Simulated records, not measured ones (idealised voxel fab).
process module | voxel ribs on slabs
cross-section cut | 300 nm wide | cells 5 nm
A cross-section is a grid of square cells, given in bands from the top down. A band is one or more rows of cells.
Each band's line starts with the height of the band's top and of its bottom, in nm. Then come its materials from left to right, each with its width in nm. One material with "throughout" fills the band from edge to edge. "air" is empty space.
Height 0 is the level under which the wafer as received is all one material. The lowest band goes on downwards, as in "0 down".
A width such as "30 to 40" changes by the same amount from each row of cells to the next, from the band's top row to its bottom row.
"no change" after a step means that no cell of the cross-section changed.
closed voids: empty space of 8 cells or more with no open way to the top, each as width x height at its distance from the left edge, in nm
after a step's settings: what the simulator itself notes on the step
overlay nm, on a step with a mask: how far to the right of its planned place the mask lay; to the left if negative
plan
1 op RECEIVE | material Si
2 op DIRECTIONAL_DEP | material SiO2 | thk nm 25
3 op DIRECTIONAL_DEP | material SiN | thk nm 15
4 op PATTERN | tone cover | mask id RIB | material resist | width nm 25 | thk nm 20 | overlay nm 0
5 op DIRECTIONAL_ETCH | etch materials SiN | depth nm 5
6 op STRIP | etch materials resist
7 op PATTERN | tone cover | mask id SLAB | material resist | width nm 85 | thk nm 15 | overlay nm 0
8 op DIRECTIONAL_ETCH | etch materials SiN | depth nm 10
9 op STRIP | etch materials resist
10 op FILL_DEP | material SiO2 | thk nm 25
11 op CMP | height nm 60
12 op DIRECTIONAL_DEP | material W | thk nm 5
13 op PATTERN | tone cover | mask id HEATER | material resist | width nm 35 | thk nm 15 | overlay nm 0
14 op DIRECTIONAL_ETCH | etch materials W | depth nm 5
15 op STRIP | etch materials resist
16 op CONFORMAL_DEP | material SiO2 | thk nm 5
as received, after step 1
  0 down: Si throughout
  closed voids: none
a wafer at the end: this start, this plan, one mistake
  65 to 60: air 130 | W 35 | air 135
  60 to 40: SiO2 throughout
  40 to 35: SiO2 135 | SiN 25 | SiO2 140
  35 to 25: SiO2 105 | SiN 85 | SiO2 110
  25 to 0: SiO2 throughout
  0 down: Si throughout
  closed voids: none
what went wrong: step 16 was left out
